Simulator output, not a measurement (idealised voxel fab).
The following process module bears the name voxel trench capacitor.
250 nm wide, 5 nm square cells: that's cross-section cut.
Cross-section layout: square cells on a grid; listed as bands, top to bottom; a band spans one or more cell rows.
Read a band's entry like this: the first values are the height of its top and the height of its bottom in nm, and what follows is the sequence of materials from left to right, each with its width in nm. Note that "empty" is empty space, and that a single material marked "all across" reaches across the band from edge to edge.
The reference from which all heights are counted is 0, the level beneath which the as-received wafer is entirely one material; the lowest band, having no lower bound, proceeds downward and is written after the example "top 0, no bottom".
The two numbers in a width such as "30 to 40" mark its ends across the band: the first belongs to the top row of cells, the second to the bottom row, and from each row to the next the width moves by the same amount.
"nothing altered" (step): cross-section cells unchanged, all of them.
Look at "Closed-off voids" for the closed voids: empty spaces with no open path to the top, sized 8 cells or up. Each is width x height at distance, distance from the left edge, all nm.
If you see something after the settings on a step's line, that's the simulator's own remark about that step.
For masked steps, "overlay nm" on the step line gives how far right of plan the mask actually lay; a minus sign means it lay to the left.

-- The steps planned for the process are as follows
1) RECEIVE (material Si)
2) CONFORMAL_DEP (material SiN; thk nm 10)
3) DIRECTIONAL_DEP (material aC; thk nm 15)
4) PATTERN (tone open; mask id TRENCH; material resist; width nm 30; pitch nm 60; thk nm 35; overlay nm 0)
5) DIRECTIONAL_ETCH (etch materials aC; depth nm 15)
6) STRIP (etch materials resist)
7) DIRECTIONAL_ETCH (etch materials SiN; depth nm 10)
8) DIRECTIONAL_ETCH (etch materials Si; depth nm 25)
9) STRIP (etch materials aC)
10) CONFORMAL_DEP (material Al2O3; thk nm 5)
11) CONFORMAL_DEP (material TiN; thk nm 5)
12) FILL_DEP (material W; thk nm 5)
13) CMP (height nm 10)

-- Cross-section: wafer on arrival = after step 1
  top 0, no bottom: Si all across
  Closed-off voids: none

-- The first of the two wafers as seen in cross-section once the module was finished; processing followed the plan
  top 10, bottom 0: SiN (80)  Al2O3 (5)  TiN (5)  W (10)  TiN (5)  Al2O3 (5)  SiN (30)  Al2O3 (5)  TiN (5)  W (10)  TiN (5)  Al2O3 (5)  SiN (80)
  top 0, bottom -15: Si (80)  Al2O3 (5)  TiN (5)  W (10)  TiN (5)  Al2O3 (5)  Si (30)  Al2O3 (5)  TiN (5)  W (10)  TiN (5)  Al2O3 (5)  Si (80)
  top -15, bottom -20: Si (80)  Al2O3 (5)  TiN (20)  Al2O3 (5)  Si (30)  Al2O3 (5)  TiN (20)  Al2O3 (5)  Si (80)
  top -20, bottom -25: Si (80)  Al2O3 (30)  Si (30)  Al2O3 (30)  Si (80)
  top -25, no bottom: Si all across
  Closed-off voids: none

-- Here is the second of the two wafers cut open at the end of the module - same start, same plan as the first one, but we made one mistake running it
  top 25, bottom 20: W all across
  top 20, bottom 15: TiN (90)  W (10)  TiN (50)  W (10)  TiN (90)
  top 15, bottom 10: Al2O3 (85)  TiN (5)  W (10)  TiN (5)  Al2O3 (40)  TiN (5)  W (10)  TiN (5)  Al2O3 (85)
  top 10, bottom 0: SiN (80)  Al2O3 (5)  TiN (5)  W (10)  TiN (5)  Al2O3 (5)  SiN (30)  Al2O3 (5)  TiN (5)  W (10)  TiN (5)  Al2O3 (5)  SiN (80)
  top 0, bottom -15: Si (80)  Al2O3 (5)  TiN (5)  W (10)  TiN (5)  Al2O3 (5)  Si (30)  Al2O3 (5)  TiN (5)  W (10)  TiN (5)  Al2O3 (5)  Si (80)
  top -15, bottom -20: Si (80)  Al2O3 (5)  TiN (20)  Al2O3 (5)  Si (30)  Al2O3 (5)  TiN (20)  Al2O3 (5)  Si (80)
  top -20, bottom -25: Si (80)  Al2O3 (30)  Si (30)  Al2O3 (30)  Si (80)
  top -25, no bottom: Si all across
  Closed-off voids: none
Against the plan, the run slipped here: step 13 of the plan was omitted and not executed
The final cell counts differ between the wafers, with the second having more or fewer of some materials than the first: 42 more of Al2O3; 50 more of TiN; 58 more of W
